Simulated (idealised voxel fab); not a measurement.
Process module under the name voxel fin reveal
Pictured: cross-section cut, 250 nm wide, on a grid of 5 nm square cells.
We lay out every cross-section as a grid of square cells and spell it out in bands from the top down, where one band means one or more rows of cells.
Band entry format. Leading values: height of top, height of bottom, nm. Remainder: materials in left-to-right order, each with its width in nm. Special words: "throughout" on a single material, which then fills the band edge to edge; "blank", empty space.
Heights are expressed relative to 0, this being the level below which the as-received wafer comprises one material exclusively. The lowest band is unbounded in the downward direction and is denoted as in "0 down".
The expression "30..40" gives the width at the extremes of the band, the first number at its top row of cells and the second at its bottom row, with the width changing by equal amounts from each row to the next in between.
"all unchanged" means the step left every cell of the cross-section as it was.
Basically, "Trapped voids" tells you about the enclosed voids: empty spaces with no open way to the top, 8 cells or bigger, each written width x height at distance, where distance is from the left edge, all in nm.
Heads up: the bit after the settings on a step's line is the simulator's remark on that step.
Regarding "overlay nm": on a step with a mask, it is the distance the mask lay to the right of its planned place; a negative value places it to the left.
Listed below are the process steps as planned:
1 RECEIVE (material Si)
2 CONFORMAL_DEP (material SiN; thk nm 5)
3 PATTERN (tone cover; mask id FINS; material resist; width nm 15; pitch nm 45; thk nm 20; overlay nm 0)
4 DIRECTIONAL_ETCH (etch materials SiN; depth nm 5)
5 DIRECTIONAL_ETCH (etch materials Si; depth nm 35)
6 STRIP (etch materials resist)
7 FILL_DEP (material SiO2; thk nm 5)
8 CMP (height nm 5)
9 SELECTIVE_ETCH (etch materials SiO2; depth nm 15)
10 STRIP (etch materials SiN)
11 CONFORMAL_DEP (material HfO2; thk nm 5)
As received (post step 1): cross-section:
    0 down: Si throughout
    Trapped voids: none
Cross-sectional image of the first of two wafers at the end of the module, the run having proceeded as planned:
    5 to 0: blank 45 / HfO2 25 / blank 20 / HfO2 25 / blank 20 / HfO2 25 / blank 20 / HfO2 25 / blank 45
    0 to -5: blank 45 / HfO2 5 / Si 15 / HfO2 5 / blank 20 / HfO2 5 / Si 15 / HfO2 5 / blank 20 / HfO2 5 / Si 15 / HfO2 5 / blank 20 / HfO2 5 / Si 15 / HfO2 5 / blank 45
    -5 to -10: HfO2 50 / Si 15 / HfO2 30 / Si 15 / HfO2 30 / Si 15 / HfO2 30 / Si 15 / HfO2 50
    -10 to -35: SiO2 50 / Si 15 / SiO2 30 / Si 15 / SiO2 30 / Si 15 / SiO2 30 / Si 15 / SiO2 50
    -35 down: Si throughout
    Trapped voids: none
Cross-section at end of module for the second wafer of two, which matched the first in starting point and plan and differed by one mistake in its processing:
    5 to 0: blank 45 / HfO2 25 / blank 20 / HfO2 25 / blank 20 / HfO2 25 / blank 20 / HfO2 25 / blank 45
    0 to -20: blank 45 / HfO2 5 / Si 15 / HfO2 5 / blank 20 / HfO2 5 / Si 15 / HfO2 5 / blank 20 / HfO2 5 / Si 15 / HfO2 5 / blank 20 / HfO2 5 / Si 15 / HfO2 5 / blank 45
    -20 to -25: HfO2 50 / Si 15 / HfO2 30 / Si 15 / HfO2 30 / Si 15 / HfO2 30 / Si 15 / HfO2 50
    -25 to -35: SiO2 50 / Si 15 / SiO2 30 / Si 15 / SiO2 30 / Si 15 / SiO2 30 / Si 15 / SiO2 50
    -35 down: Si throughout
    Trapped voids: none
Nonconformance to the process plan: yeah, plan step 9 got run twice
Cell-count delta at end, second wafer over first, by material: HfO2 +24; SiO2 -114
